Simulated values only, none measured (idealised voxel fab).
Name of the process module below: voxel wiring stack
We display cut, a cross-section 235 nm in width whose square cells are each 5 nm.
A cross-section is a grid of square cells, given in bands from the top down. A band is one or more rows of cells.
Top height, bottom height, nm. Materials left to right, width each, nm. Single material + "everywhere" = fills band edge to edge. "air" = empty.
Height reference: 0 = level under which incoming wafer is all one material. Lowest band: no bottom, runs on downward, e.g. "0..down".
A width such as "30->40" changes by the same amount from each row of cells to the next, from the band's top row to its bottom row.
Any step labelled "everything unchanged" changed none of the cells in the cross-section.
So "Closed cavity list" is basically the list of trapped voids: any empty space of 8 cells or more that can't reach the top through an opening. They're written width x height at distance, the distance being from the left edge, and it's all nm.
Formally, on a step line, whatever follows the settings is a remark that the simulator itself makes on the step.
overlay nm: right-of-plan distance of the mask on a masked step; negative values mean left-of-plan.
If you're wondering how to read the rest of this, here's the deal. It's pairs of cross-sections: one from before a process step, one from after it. The after one is only drawn as far down as the lowest band that changed. Right under each pair you'll see which step sits between them and what its settings were. Don't read the pairs as one continuous story, though. They can come from different runs of this module on the same starting wafer, and a pair only carries on from the one above it where its entry headed "State on entry" says so.

[State on entry]
    0..down  Si everywhere
    Closed cavity list: none

[Post-Process View]
    10..0  SiO2 everywhere
    All layers under 0 are left as they were.
    Closed cavity list: none
Quick note on the step between the two cross-sections above: CONFORMAL_DEP [material SiO2] [thk nm 10]

State on entry: The structure entering this step is exactly what the pair just above shows after its step.

[Post-Process View]
    15..10  SiCN everywhere
    All layers under 10 are left as they were.
    Closed cavity list: none
Quick note on the step between the two cross-sections above: CONFORMAL_DEP [material SiCN] [thk nm 5]

State on entry: The structure entering this step is exactly what the pair just above shows after its step.

[Post-Process View]
    40..15  SiO2 everywhere
    All layers under 15 are left as they were.
    Closed cavity list: none
Quick note on the step between the two cross-sections above: DIRECTIONAL_DEP [material SiO2] [thk nm 25]

State on entry: The structure entering this step is exactly what the pair just above shows after its step.

[Post-Process View]
    40..15  60 nm SiO2  25 nm air  20 nm SiO2  25 nm air  20 nm SiO2  25 nm air  60 nm SiO2
    All layers under 15 are left as they were.
    Closed cavity list: none
Quick note on the step between the two cross-sections above: MASKED_ETCH [tone open] [mask id METAL_1] [width nm 25] [pitch nm 45] [etch materials SiO2] [depth nm 25] [overlay nm 0]

State on entry: The structure entering this step is exactly what the pair just above shows after its step.

[Post-Process View]
    40..15  60 nm SiO2  25 nm air  20 nm SiO2  25 nm air  20 nm SiO2  25 nm air  60 nm SiO2
    15..10  60 nm SiCN  25 nm air  20 nm SiCN  25 nm air  20 nm SiCN  25 nm air  60 nm SiCN
    All layers under 10 are left as they were.
    Closed cavity list: none
Quick note on the step between the two cross-sections above: MASKED_ETCH [tone open] [mask id METAL_1] [width nm 25] [pitch nm 45] [etch materials SiCN] [depth nm 5] [overlay nm 0]

State on entry: The structure entering this step is exactly what the pair just above shows after its step.

[Post-Process View]
    45..40  65 nm TiN  15 nm air  30 nm TiN  15 nm air  30 nm TiN  15 nm air  65 nm TiN
    40..15  60 nm SiO2  5 nm TiN  15 nm air  5 nm TiN  20 nm SiO2  5 nm TiN  15 nm air  5 nm TiN  20 nm SiO2  5 nm TiN  15 nm air  5 nm TiN  60 nm SiO2
    15..10  60 nm SiCN  25 nm TiN  20 nm SiCN  25 nm TiN  20 nm SiCN  25 nm TiN  60 nm SiCN
    All layers under 10 are left as they were.
    Closed cavity list: none
Quick note on the step between the two cross-sections above: CONFORMAL_DEP [material TiN] [thk nm 5]

State on entry: The structure entering this step is exactly what the pair just above shows after its step.

[Post-Process View]
    55..45  Cu everywhere
    45..40  65 nm TiN  15 nm Cu  30 nm TiN  15 nm Cu  30 nm TiN  15 nm Cu  65 nm TiN
    40..15  60 nm SiO2  5 nm TiN  15 nm Cu  5 nm TiN  20 nm SiO2  5 nm TiN  15 nm Cu  5 nm TiN  20 nm SiO2  5 nm TiN  15 nm Cu  5 nm TiN  60 nm SiO2
    All layers under 15 are left as they were.
    Closed cavity list: none
Quick note on the step between the two cross-sections above: FILL_DEP [material Cu] [thk nm 10]

State on entry: The structure entering this step is exactly what the pair just above shows after its step.

[Post-Process View]
    40..15  60 nm SiO2  5 nm TiN  15 nm Cu  5 nm TiN  20 nm SiO2  5 nm TiN  15 nm Cu  5 nm TiN  20 nm SiO2  5 nm TiN  15 nm Cu  5 nm TiN  60 nm SiO2
    All layers under 15 are left as they were.
    Closed cavity list: none
Quick note on the step between the two cross-sections above: CMP [height nm 40]

State on entry: The structure entering this step is exactly what the pair just above shows after its step.

[Post-Process View]
    45..40  SiCN everywhere
    All layers under 40 are left as they were.
    Closed cavity list: none
Quick note on the step between the two cross-sections above: CONFORMAL_DEP [material SiCN] [thk nm 5]

State on entry: The structure entering this step is exactly what the pair just above shows after its step.

[Post-Process View]
    75..45  lowk everywhere
    All layers under 45 are left as they were.
    Closed cavity list: none
Quick note on the step between the two cross-sections above: DIRECTIONAL_DEP [material lowk] [thk nm 30]

State on entry: The structure entering this step is exactly what the pair just above shows after its step.

[Post-Process View]
    85..75  aC everywhere
    All layers under 75 are left as they were.
    Closed cavity list: none
Quick note on the step between the two cross-sections above: DIRECTIONAL_DEP [material aC] [thk nm 10]

State on entry: The structure entering this step is exactly what the pair just above shows after its step.

[Post-Process View]
    115..85  60 nm resist  15 nm air  75 nm resist  15 nm air  70 nm resist
    All layers under 85 are left as they were.
    Closed cavity list: none
Quick note on the step between the two cross-sections above: PATTERN [tone open] [mask id METAL_2_HOLES] [material resist] [width nm 15] [pitch nm 90] [thk nm 30] [overlay nm 0]

State on entry: The structure entering this step is exactly what the pair just above shows after its step.

[Post-Process View]
    105..85  60 nm resist  15 nm air  75 nm resist  15 nm air  70 nm resist
    85..75  60 nm aC  15 nm air  75 nm aC  15 nm air  70 nm aC
    All layers under 75 are left as they were.
    Closed cavity list: none
Quick note on the step between the two cross-sections above: DIRECTIONAL_ETCH [etch materials aC] [depth nm 10]

State on entry: The structure entering this step is exactly what the pair just above shows after its step.

[Post-Process View]
    85..75  60 nm aC  15 nm air  75 nm aC  15 nm air  70 nm aC
    All layers under 75 are left as they were.
    Closed cavity list: none
Quick note on the step between the two cross-sections above: STRIP [etch materials resist]

State on entry: The structure entering this step is exactly what the pair just above shows after its step.

[Post-Process View]
    85..75  60 nm aC  15 nm air  75 nm aC  15 nm air  70 nm aC
    75..45  60 nm lowk  15 nm air  75 nm lowk  15 nm air  70 nm lowk
    All layers under 45 are left as they were.
    Closed cavity list: none
Quick note on the step between the two cross-sections above: DIRECTIONAL_ETCH [etch materials lowk] [depth nm 30]

State on entry: The structure entering this step is exactly what the pair just above shows after its step.

[Post-Process View]
    75..45  60 nm lowk  15 nm air  75 nm lowk  15 nm air  70 nm lowk
    All layers under 45 are left as they were.
    Closed cavity list: none
Quick note on the step between the two cross-sections above: STRIP [etch materials aC]

State on entry: The structure entering this step is exactly what the pair just above shows after its step.

[Post-Process View]
    75..55  60 nm lowk  25 nm air  20 nm lowk  25 nm air  20 nm lowk  25 nm air  60 nm lowk
    All layers under 55 are left as they were.
    Closed cavity list: none
Quick note on the step between the two cross-sections above: MASKED_ETCH [tone open] [mask id METAL_2] [width nm 25] [pitch nm 45] [etch materials lowk] [depth nm 20] [overlay nm 0]

State on entry: The structure entering this step is exactly what the pair just above shows after its step.

[Post-Process View]
    75..55  60 nm lowk  25 nm air  20 nm lowk  25 nm air  20 nm lowk  25 nm air  60 nm lowk
    55..45  60 nm lowk  15 nm air  75 nm lowk  15 nm air  70 nm lowk
    45..40  60 nm SiCN  15 nm air  75 nm SiCN  15 nm air  70 nm SiCN
    All layers under 40 are left as they were.
    Closed cavity list: none
Quick note on the step between the two cross-sections above: MASKED_ETCH [tone open] [mask id METAL_2] [width nm 25] [pitch nm 45] [etch materials SiCN] [depth nm 5] [overlay nm 0]

State on entry: The structure entering this step is exactly what the pair just above shows after its step.

[Post-Process View]
    80..75  65 nm TiN  15 nm air  30 nm TiN  15 nm air  30 nm TiN  15 nm air  65 nm TiN
    75..60  60 nm lowk  5 nm TiN  15 nm air  5 nm TiN  20 nm lowk  5 nm TiN  15 nm air  5 nm TiN  20 nm lowk  5 nm TiN  15 nm air  5 nm TiN  60 nm lowk
    60..55  60 nm lowk  5 nm TiN  5 nm air  15 nm TiN  20 nm lowk  25 nm TiN  20 nm lowk  5 nm TiN  5 nm air  15 nm TiN  60 nm lowk
    55..45  60 nm lowk  5 nm TiN  5 nm air  5 nm TiN  75 nm lowk  5 nm TiN  5 nm air  5 nm TiN  70 nm lowk
    45..40  60 nm SiCN  15 nm TiN  75 nm SiCN  15 nm TiN  70 nm SiCN
    All layers under 40 are left as they were.
    Closed cavity list: none
Quick note on the step between the two cross-sections above: CONFORMAL_DEP [material TiN] [thk nm 5]

State on entry: The structure entering this step is exactly what the pair just above shows after its step.

[Post-Process View]
    85..80  Cu everywhere
    80..75  65 nm TiN  15 nm Cu  30 nm TiN  15 nm Cu  30 nm TiN  15 nm Cu  65 nm TiN
    75..60  60 nm lowk  5 nm TiN  15 nm Cu  5 nm TiN  20 nm lowk  5 nm TiN  15 nm Cu  5 nm TiN  20 nm lowk  5 nm TiN  15 nm Cu  5 nm TiN  60 nm lowk
    60..55  60 nm lowk  5 nm TiN  5 nm Cu  15 nm TiN  20 nm lowk  25 nm TiN  20 nm lowk  5 nm TiN  5 nm Cu  15 nm TiN  60 nm lowk
    55..45  60 nm lowk  5 nm TiN  5 nm Cu  5 nm TiN  75 nm lowk  5 nm TiN  5 nm Cu  5 nm TiN  70 nm lowk
    All layers under 45 are left as they were.
    Closed cavity list: none
Quick note on the step between the two cross-sections above: FILL_DEP [material Cu] [thk nm 5]

State on entry: The structure entering this step is exactly what the pair just above shows after its step.

[Post-Process View]
    75..60  60 nm lowk  5 nm TiN  15 nm Cu  5 nm TiN  20 nm lowk  5 nm TiN  15 nm Cu  5 nm TiN  20 nm lowk  5 nm TiN  15 nm Cu  5 nm TiN  60 nm lowk
    All layers under 60 are left as they were.
    Closed cavity list: none
Quick note on the step between the two cross-sections above: CMP [height nm 75]

State on entry: The structure entering this step is exactly what the pair just above shows after its step.

[Post-Process View]
    80..75  SiCN everywhere
    All layers under 75 are left as they were.
    Closed cavity list: none
Quick note on the step between the two cross-sections above: CONFORMAL_DEP [material SiCN] [thk nm 5]

State on entry: The structure entering this step is exactly what the pair just above shows after its step.

[Post-Process View]
    100..80  lowk everywhere
    All layers under 80 are left as they were.
    Closed cavity list: none
Quick note on the step between the two cross-sections above: DIRECTIONAL_DEP [material lowk] [thk nm 20]

State on entry: The structure entering this step is exactly what the pair just above shows after its step.

[Post-Process View]
    100..80  60 nm lowk  15 nm air  75 nm lowk  15 nm air  70 nm lowk
    All layers under 80 are left as they were.
    Closed cavity list: none
Quick note on the step between the two cross-sections above: MASKED_ETCH [tone open] [mask id PLUG_2] [width nm 15] [pitch nm 90] [etch materials lowk] [depth nm 20] [overlay nm 0]

State on entry: The structure entering this step is exactly what the pair just above shows after its step.

[Post-Process View]
    100..80  60 nm lowk  15 nm air  75 nm lowk  15 nm air  70 nm lowk
    80..75  60 nm SiCN  15 nm air  75 nm SiCN  15 nm air  70 nm SiCN
    All layers under 75 are left as they were.
    Closed cavity list: none
Quick note on the step between the two cross-sections above: MASKED_ETCH [tone open] [mask id PLUG_2] [width nm 15] [pitch nm 90] [etch materials SiCN] [depth nm 5] [overlay nm 0]

State on entry: The structure entering this step is exactly what the pair just above shows after its step.

[Post-Process View]
    100..85  60 nm lowk  15 nm air  75 nm lowk  15 nm air  70 nm lowk
    85..80  60 nm lowk  15 nm Ru  75 nm lowk  15 nm Ru  70 nm lowk
    80..75  60 nm SiCN  15 nm Ru  75 nm SiCN  15 nm Ru  70 nm SiCN
    All layers under 75 are left as they were.
    Closed cavity list: none
Quick note on the step between the two cross-sections above: EPI [material Ru] [thk nm 10]

State on entry: The structure entering this step is exactly what the pair just above shows after its step.

[Post-Process View]
    100..95  60 nm lowk  15 nm air  75 nm lowk  15 nm air  70 nm lowk
    95..80  60 nm lowk  15 nm Ru  75 nm lowk  15 nm Ru  70 nm lowk
    All layers under 80 are left as they were.
    Closed cavity list: none
Quick note on the step between the two cross-sections above: EPI [material Ru] [thk nm 10]

State on entry: The structure entering this step is exactly what the pair just above shows after its step.

[Post-Process View]
    100..80  60 nm lowk  15 nm Ru  75 nm lowk  15 nm Ru  70 nm lowk
    All layers under 80 are left as they were.
    Closed cavity list: none
Quick note on the step between the two cross-sections above: EPI [material Ru] [thk nm 5]

State on entry: The structure entering this step is exactly what the pair just above shows after its step.

[Post-Process View]
    105..100  SiN everywhere
    All layers under 100 are left as they were.
    Closed cavity list: none
Quick note on the step between the two cross-sections above: CONFORMAL_DEP [material SiN] [thk nm 5]

State on entry: The structure entering this step is exactly what the pair just above shows after its step.

[Post-Process View]
    120..105  lowk everywhere
    All layers under 105 are left as they were.
    Closed cavity list: none
Quick note on the step between the two cross-sections above: DIRECTIONAL_DEP [material lowk] [thk nm 15]

State on entry: The structure entering this step is exactly what the pair just above shows after its step.

[Post-Process View]
    140..120  60 nm resist  25 nm air  20 nm resist  25 nm air  20 nm resist  25 nm air  60 nm resist
    All layers under 120 are left as they were.
    Closed cavity list: none
Quick note on the step between the two cross-sections above: PATTERN [tone open] [mask id METAL_3] [material resist] [width nm 25] [pitch nm 45] [thk nm 20] [overlay nm 0]

State on entry: The structure entering this step is exactly what the pair just above shows after its step.

[Post-Process View]
    140..120  60 nm resist  25 nm air  20 nm resist  25 nm air  20 nm resist  25 nm air  60 nm resist
    120..105  60 nm lowk  25 nm air  20 nm lowk  25 nm air  20 nm lowk  25 nm air  60 nm lowk
    All layers under 105 are left as they were.
    Closed cavity list: none
Quick note on the step between the two cross-sections above: DIRECTIONAL_ETCH [etch materials lowk] [depth nm 15]

State on entry: The structure entering this step is exactly what the pair just above shows after its step.

[Post-Process View]
    140..120  60 nm resist  25 nm air  20 nm resist  25 nm air  20 nm resist  25 nm air  60 nm resist
    120..105  60 nm lowk  25 nm air  20 nm lowk  25 nm air  20 nm lowk  25 nm air  60 nm lowk
    105..100  60 nm SiN  25 nm air  20 nm SiN  25 nm air  20 nm SiN  25 nm air  60 nm SiN
    All layers under 100 are left as they were.
    Closed cavity list: none
Quick note on the step between the two cross-sections above: DIRECTIONAL_ETCH [etch materials SiN] [depth nm 5]

State on entry: The structure entering this step is exactly what the pair just above shows after its step.

[Post-Process View]
    120..105  60 nm lowk  25 nm air  20 nm lowk  25 nm air  20 nm lowk  25 nm air  60 nm lowk
    All layers under 105 are left as they were.
    Closed cavity list: none
Quick note on the step between the two cross-sections above: STRIP [etch materials resist]

State on entry: The structure entering this step is exactly what the pair just above shows after its step.

[Post-Process View]
    125..120  65 nm TiN  15 nm air  30 nm TiN  15 nm air  30 nm TiN  15 nm air  65 nm TiN
    120..105  60 nm lowk  5 nm TiN  15 nm air  5 nm TiN  20 nm lowk  5 nm TiN  15 nm air  5 nm TiN  20 nm lowk  5 nm TiN  15 nm air  5 nm TiN  60 nm lowk
    105..100  60 nm SiN  25 nm TiN  20 nm SiN  25 nm TiN  20 nm SiN  25 nm TiN  60 nm SiN
    All layers under 100 are left as they were.
    Closed cavity list: none
Quick note on the step between the two cross-sections above: CONFORMAL_DEP [material TiN] [thk nm 5]

State on entry: The structure entering this step is exactly what the pair just above shows after its step.

[Post-Process View]
    135..125  Cu everywhere
    125..120  65 nm TiN  15 nm Cu  30 nm TiN  15 nm Cu  30 nm TiN  15 nm Cu  65 nm TiN
    120..105  60 nm lowk  5 nm TiN  15 nm Cu  5 nm TiN  20 nm lowk  5 nm TiN  15 nm Cu  5 nm TiN  20 nm lowk  5 nm TiN  15 nm Cu  5 nm TiN  60 nm lowk
    All layers under 105 are left as they were.
    Closed cavity list: none
Quick note on the step between the two cross-sections above: FILL_DEP [material Cu] [thk nm 10]

State on entry: The structure entering this step is exactly what the pair just above shows after its step.

[Post-Process View]
    120..105  60 nm lowk  5 nm TiN  15 nm Cu  5 nm TiN  20 nm lowk  5 nm TiN  15 nm Cu  5 nm TiN  20 nm lowk  5 nm TiN  15 nm Cu  5 nm TiN  60 nm lowk
    All layers under 105 are left as they were.
    Closed cavity list: none
Quick note on the step between the two cross-sections above: CMP [height nm 120]

State on entry: The structure entering this step is exactly what the pair just above shows after its step.

[Post-Process View]
    125..120  55 nm air  35 nm Ru  10 nm air  35 nm Ru  10 nm air  35 nm Ru  55 nm air
    All layers under 120 are left as they were.
    Closed cavity list: none
Quick note on the step between the two cross-sections above: EPI [material Ru] [thk nm 5]

State on entry: The structure entering this step is exactly what the pair just above shows after its step.

[Post-Process View]
    130..125  SiCN everywhere
    125..120  55 nm SiCN  35 nm Ru  10 nm SiCN  35 nm Ru  10 nm SiCN  35 nm Ru  55 nm SiCN
    All layers under 120 are left as they were.
    Closed cavity list: none
Quick note on the step between the two cross-sections above: FILL_DEP [material SiCN] [thk nm 5]

State on entry: The structure entering this step is exactly what the pair just above shows after its step.

[Post-Process View]
    140..130  SiO2 everywhere
    All layers under 130 are left as they were.
    Closed cavity list: none
Quick note on the step between the two cross-sections above: DIRECTIONAL_DEP [material SiO2] [thk nm 10]

State on entry: The structure entering this step is exactly what the pair just above shows after its step.

[Post-Process View]
    155..140  60 nm resist  15 nm air  30 nm resist  15 nm air  30 nm resist  15 nm air  70 nm resist
    All layers under 140 are left as they were.
    Closed cavity list: none
Quick note on the step between the two cross-sections above: PATTERN [tone open] [mask id PLUG_3] [material resist] [width nm 15] [pitch nm 45] [thk nm 15] [overlay nm 0]

State on entry: The structure entering this step is exactly what the pair just above shows after its step.

[Post-Process View]
    155..140  60 nm resist  15 nm air  30 nm resist  15 nm air  30 nm resist  15 nm air  70 nm resist
    140..130  60 nm SiO2  15 nm air  30 nm SiO2  15 nm air  30 nm SiO2  15 nm air  70 nm SiO2
    All layers under 130 are left as they were.
    Closed cavity list: none
Quick note on the step between the two cross-sections above: DIRECTIONAL_ETCH [etch materials SiO2] [depth nm 10]

State on entry: The structure entering this step is exactly what the pair just above shows after its step.

[Post-Process View]
    155..140  60 nm resist  15 nm air  30 nm resist  15 nm air  30 nm resist  15 nm air  70 nm resist
    140..130  60 nm SiO2  15 nm air  30 nm SiO2  15 nm air  30 nm SiO2  15 nm air  70 nm SiO2
    130..125  60 nm SiCN  15 nm air  30 nm SiCN  15 nm air  30 nm SiCN  15 nm air  70 nm SiCN
    All layers under 125 are left as they were.
    Closed cavity list: none
Quick note on the step between the two cross-sections above: DIRECTIONAL_ETCH [etch materials SiCN] [depth nm 5]

State on entry: The structure entering this step is exactly what the pair just above shows after its step.

[Post-Process View]
    140..130  60 nm SiO2  15 nm air  30 nm SiO2  15 nm air  30 nm SiO2  15 nm air  70 nm SiO2
    All layers under 130 are left as they were.
    Closed cavity list: none
Quick note on the step between the two cross-sections above: STRIP [etch materials resist]

State on entry: The structure entering this step is exactly what the pair just above shows after its step.

[Post-Process View]
    140..135  60 nm SiO2  15 nm air  30 nm SiO2  15 nm air  30 nm SiO2  15 nm air  70 nm SiO2
    135..130  60 nm SiO2  15 nm Ru  30 nm SiO2  15 nm Ru  30 nm SiO2  15 nm Ru  70 nm SiO2
    130..120  60->55 nm SiCN  15->35 nm Ru  30->10 nm SiCN  15->35 nm Ru  30->10 nm SiCN  15->35 nm Ru  70->55 nm SiCN
    All layers under 120 are left as they were.
    Closed cavity list: none
Quick note on the step between the two cross-sections above: EPI [material Ru] [thk nm 10]

State on entry: The structure entering this step is exactly what the pair just above shows after its step.

[Post-Process View]
    140..130  60 nm SiO2  15 nm Ru  30 nm SiO2  15 nm Ru  30 nm SiO2  15 nm Ru  70 nm SiO2
    All layers under 130 are left as they were.
    Closed cavity list: none
Quick note on the step between the two cross-sections above: EPI [material Ru] [thk nm 5]

State on entry: The structure entering this step is exactly what the pair just above shows after its step.

[Post-Process View]
    145..140  SiCN everywhere
    All layers under 140 are left as they were.
    Closed cavity list: none
Quick note on the step between the two cross-sections above: CONFORMAL_DEP [material SiCN] [thk nm 5]

State on entry: The structure entering this step is exactly what the pair just above shows after its step.

[Post-Process View]
    165..145  SiO2 everywhere
    All layers under 145 are left as they were.
    Closed cavity list: none
Quick note on the step between the two cross-sections above: DIRECTIONAL_DEP [material SiO2] [thk nm 20]

State on entry: The structure entering this step is exactly what the pair just above shows after its step.

[Post-Process View]
    180..165  60 nm resist  25 nm air  20 nm resist  25 nm air  20 nm resist  25 nm air  60 nm resist
    All layers under 165 are left as they were.
    Closed cavity list: none
Quick note on the step between the two cross-sections above: PATTERN [tone open] [mask id METAL_4] [material resist] [width nm 25] [pitch nm 45] [thk nm 15] [overlay nm 0]

State on entry: The structure entering this step is exactly what the pair just above shows after its step.

[Post-Process View]
    180..165  60 nm resist  25 nm air  20 nm resist  25 nm air  20 nm resist  25 nm air  60 nm resist
    165..145  60 nm SiO2  25 nm air  20 nm SiO2  25 nm air  20 nm SiO2  25 nm air  60 nm SiO2
    All layers under 145 are left as they were.
    Closed cavity list: none
Quick note on the step between the two cross-sections above: DIRECTIONAL_ETCH [etch materials SiO2] [depth nm 20]

State on entry: The structure entering this step is exactly what the pair just above shows after its step.

[Post-Process View]
    180..165  60 nm resist  25 nm air  20 nm resist  25 nm air  20 nm resist  25 nm air  60 nm resist
    165..145  60 nm SiO2  25 nm air  20 nm SiO2  25 nm air  20 nm SiO2  25 nm air  60 nm SiO2
    145..140  60 nm SiCN  25 nm air  20 nm SiCN  25 nm air  20 nm SiCN  25 nm air  60 nm SiCN
    All layers under 140 are left as they were.
    Closed cavity list: none
Quick note on the step between the two cross-sections above: DIRECTIONAL_ETCH [etch materials SiCN] [depth nm 5]

State on entry: The structure entering this step is exactly what the pair just above shows after its step.

[Post-Process View]
    165..145  60 nm SiO2  25 nm air  20 nm SiO2  25 nm air  20 nm SiO2  25 nm air  60 nm SiO2
    All layers under 145 are left as they were.
    Closed cavity list: none
Quick note on the step between the two cross-sections above: STRIP [etch materials resist]

State on entry: The structure entering this step is exactly what the pair just above shows after its step.

[Post-Process View]
    170..165  65 nm TiN  15 nm air  30 nm TiN  15 nm air  30 nm TiN  15 nm air  65 nm TiN
    165..145  60 nm SiO2  5 nm TiN  15 nm air  5 nm TiN  20 nm SiO2  5 nm TiN  15 nm air  5 nm TiN  20 nm SiO2  5 nm TiN  15 nm air  5 nm TiN  60 nm SiO2
    145..140  60 nm SiCN  25 nm TiN  20 nm SiCN  25 nm TiN  20 nm SiCN  25 nm TiN  60 nm SiCN
    All layers under 140 are left as they were.
    Closed cavity list: none
Quick note on the step between the two cross-sections above: CONFORMAL_DEP [material TiN] [thk nm 5]

State on entry: The structure entering this step is exactly what the pair just above shows after its step.

[Post-Process View]
    180..170  W everywhere
    170..165  65 nm TiN  15 nm W  30 nm TiN  15 nm W  30 nm TiN  15 nm W  65 nm TiN
    165..145  60 nm SiO2  5 nm TiN  15 nm W  5 nm TiN  20 nm SiO2  5 nm TiN  15 nm W  5 nm TiN  20 nm SiO2  5 nm TiN  15 nm W  5 nm TiN  60 nm SiO2
    All layers under 145 are left as they were.
    Closed cavity list: none
Quick note on the step between the two cross-sections above: FILL_DEP [material W] [thk nm 10]

State on entry: The structure entering this step is exactly what the pair just above shows after its step.

[Post-Process View]
    165..145  60 nm SiO2  5 nm TiN  15 nm W  5 nm TiN  20 nm SiO2  5 nm TiN  15 nm W  5 nm TiN  20 nm SiO2  5 nm TiN  15 nm W  5 nm TiN  60 nm SiO2
    All layers under 145 are left as they were.
    Closed cavity list: none
Quick note on the step between the two cross-sections above: CMP [height nm 165]

State on entry: The structure entering this step is exactly what the pair just above shows after its step.

[Post-Process View]
    170..165  SiCN everywhere
    All layers under 165 are left as they were.
    Closed cavity list: none
Quick note on the step between the two cross-sections above: CONFORMAL_DEP [material SiCN] [thk nm 5]

[State on entry]
    140..130  60 nm SiO2  15 nm air  30 nm SiO2  15 nm air  30 nm SiO2  15 nm air  70 nm SiO2
    130..125  60 nm SiCN  15 nm air  30 nm SiCN  15 nm air  30 nm SiCN  15 nm air  70 nm SiCN
    125..120  55 nm SiCN  35 nm Ru  10 nm SiCN  35 nm Ru  10 nm SiCN  35 nm Ru  55 nm SiCN
    120..105  60 nm lowk  5 nm TiN  15 nm Cu  5 nm TiN  20 nm lowk  5 nm TiN  15 nm Cu  5 nm TiN  20 nm lowk  5 nm TiN  15 nm Cu  5 nm TiN  60 nm lowk
    105..100  60 nm SiN  25 nm TiN  20 nm SiN  25 nm TiN  20 nm SiN  25 nm TiN  60 nm SiN
    100..80  60 nm lowk  15 nm Ru  75 nm lowk  15 nm Ru  70 nm lowk
    80..75  60 nm SiCN  15 nm Ru  75 nm SiCN  15 nm Ru  70 nm SiCN
    75..60  60 nm lowk  5 nm TiN  15 nm Cu  5 nm TiN  20 nm lowk  5 nm TiN  15 nm Cu  5 nm TiN  20 nm lowk  5 nm TiN  15 nm Cu  5 nm TiN  60 nm lowk
    60..55  60 nm lowk  5 nm TiN  5 nm Cu  15 nm TiN  20 nm lowk  25 nm TiN  20 nm lowk  5 nm TiN  5 nm Cu  15 nm TiN  60 nm lowk
    55..45  60 nm lowk  5 nm TiN  5 nm Cu  5 nm TiN  75 nm lowk  5 nm TiN  5 nm Cu  5 nm TiN  70 nm lowk
    45..40  60 nm SiCN  15 nm TiN  75 nm SiCN  15 nm TiN  70 nm SiCN
    40..15  60 nm SiO2  5 nm TiN  15 nm Cu  5 nm TiN  20 nm SiO2  5 nm TiN  15 nm Cu  5 nm TiN  20 nm SiO2  5 nm TiN  15 nm Cu  5 nm TiN  60 nm SiO2
    15..10  60 nm SiCN  25 nm TiN  20 nm SiCN  25 nm TiN  20 nm SiCN  25 nm TiN  60 nm SiCN
    10..0  SiO2 everywhere
    0..down  Si everywhere
    Closed cavity list: none

[Post-Process View]
    140..130  60 nm SiO2  15 nm air  30 nm SiO2  15 nm air  30 nm SiO2  15 nm air  70 nm SiO2
    130..120  60->55 nm SiCN  15->35 nm Ru  30->10 nm SiCN  15->35 nm Ru  30->10 nm SiCN  15->35 nm Ru  70->55 nm SiCN
    All layers under 120 are left as they were.
    Closed cavity list: none
Quick note on the step between the two cross-sections above: EPI [material Ru] [thk nm 5]

State on entry: The structure entering this step is exactly what the pair just above shows after its step.

[Post-Process View]
    145..140  65 nm SiCN  5 nm air  40 nm SiCN  5 nm air  40 nm SiCN  5 nm air  75 nm SiCN
    140..135  60 nm SiO2  5 nm SiCN  5 nm air  5 nm SiCN  30 nm SiO2  5 nm SiCN  5 nm air  5 nm SiCN  30 nm SiO2  5 nm SiCN  5 nm air  5 nm SiCN  70 nm SiO2
    135..130  60 nm SiO2  15 nm SiCN  30 nm SiO2  15 nm SiCN  30 nm SiO2  15 nm SiCN  70 nm SiO2
    All layers under 130 are left as they were.
    Closed cavity list: none
Quick note on the step between the two cross-sections above: CONFORMAL_DEP [material SiCN] [thk nm 5]

State on entry: The structure entering this step is exactly what the pair just above shows after its step.

[Post-Process View]
    165..155  65 nm SiO2  5 nm air  40 nm SiO2  5 nm air  40 nm SiO2  5 nm air  75 nm SiO2
    155..145  SiO2 everywhere
    145..140  65 nm SiCN  5 nm SiO2  40 nm SiCN  5 nm SiO2  40 nm SiCN  5 nm SiO2  75 nm SiCN
    140..135  60 nm SiO2  5 nm SiCN  5 nm SiO2  5 nm SiCN  30 nm SiO2  5 nm SiCN  5 nm SiO2  5 nm SiCN  30 nm SiO2  5 nm SiCN  5 nm SiO2  5 nm SiCN  70 nm SiO2
    All layers under 135 are left as they were.
    Closed cavity list: none
Quick note on the step between the two cross-sections above: DIRECTIONAL_DEP [material SiO2] [thk nm 20]

State on entry: The structure entering this step is exactly what the pair just above shows after its step.

[Post-Process View]
    180..165  60 nm resist  25 nm air  20 nm resist  25 nm air  20 nm resist  25 nm air  60 nm resist
    All layers under 165 are left as they were.
    Closed cavity list: none
Quick note on the step between the two cross-sections above: PATTERN [tone open] [mask id METAL_4] [material resist] [width nm 25] [pitch nm 45] [thk nm 15] [overlay nm 0]

State on entry: The structure entering this step is exactly what the pair just above shows after its step.

[Post-Process View]
    180..165  60 nm resist  25 nm air  20 nm resist  25 nm air  20 nm resist  25 nm air  60 nm resist
    165..145  60 nm SiO2  25 nm air  20 nm SiO2  25 nm air  20 nm SiO2  25 nm air  60 nm SiO2
    145..140  65 nm SiCN  5 nm air  40 nm SiCN  5 nm air  40 nm SiCN  5 nm air  75 nm SiCN
    140..135  60 nm SiO2  5 nm SiCN  5 nm air  5 nm SiCN  30 nm SiO2  5 nm SiCN  5 nm air  5 nm SiCN  30 nm SiO2  5 nm SiCN  5 nm air  5 nm SiCN  70 nm SiO2
    All layers under 135 are left as they were.
    Closed cavity list: none
Quick note on the step between the two cross-sections above: DIRECTIONAL_ETCH [etch materials SiO2] [depth nm 20]

State on entry: The structure entering this step is exactly what the pair just above shows after its step.

[Post-Process View]
    180..165  60 nm resist  25 nm air  20 nm resist  25 nm air  20 nm resist  25 nm air  60 nm resist
    165..145  60 nm SiO2  25 nm air  20 nm SiO2  25 nm air  20 nm SiO2  25 nm air  60 nm SiO2
    145..140  60 nm SiCN  25 nm air  20 nm SiCN  25 nm air  20 nm SiCN  25 nm air  60 nm SiCN
    140..130  60 nm SiO2  5 nm SiCN  5 nm air  5 nm SiCN  30 nm SiO2  5 nm SiCN  5 nm air  5 nm SiCN  30 nm SiO2  5 nm SiCN  5 nm air  5 nm SiCN  70 nm SiO2
    All layers under 130 are left as they were.
    Closed cavity list: none
Quick note on the step between the two cross-sections above: DIRECTIONAL_ETCH [etch materials SiCN] [depth nm 5]

State on entry: The structure entering this step is exactly what the pair just above shows after its step.

[Post-Process View]
    165..145  60 nm SiO2  25 nm air  20 nm SiO2  25 nm air  20 nm SiO2  25 nm air  60 nm SiO2
    All layers under 145 are left as they were.
    Closed cavity list: none
Quick note on the step between the two cross-sections above: STRIP [etch materials resist]
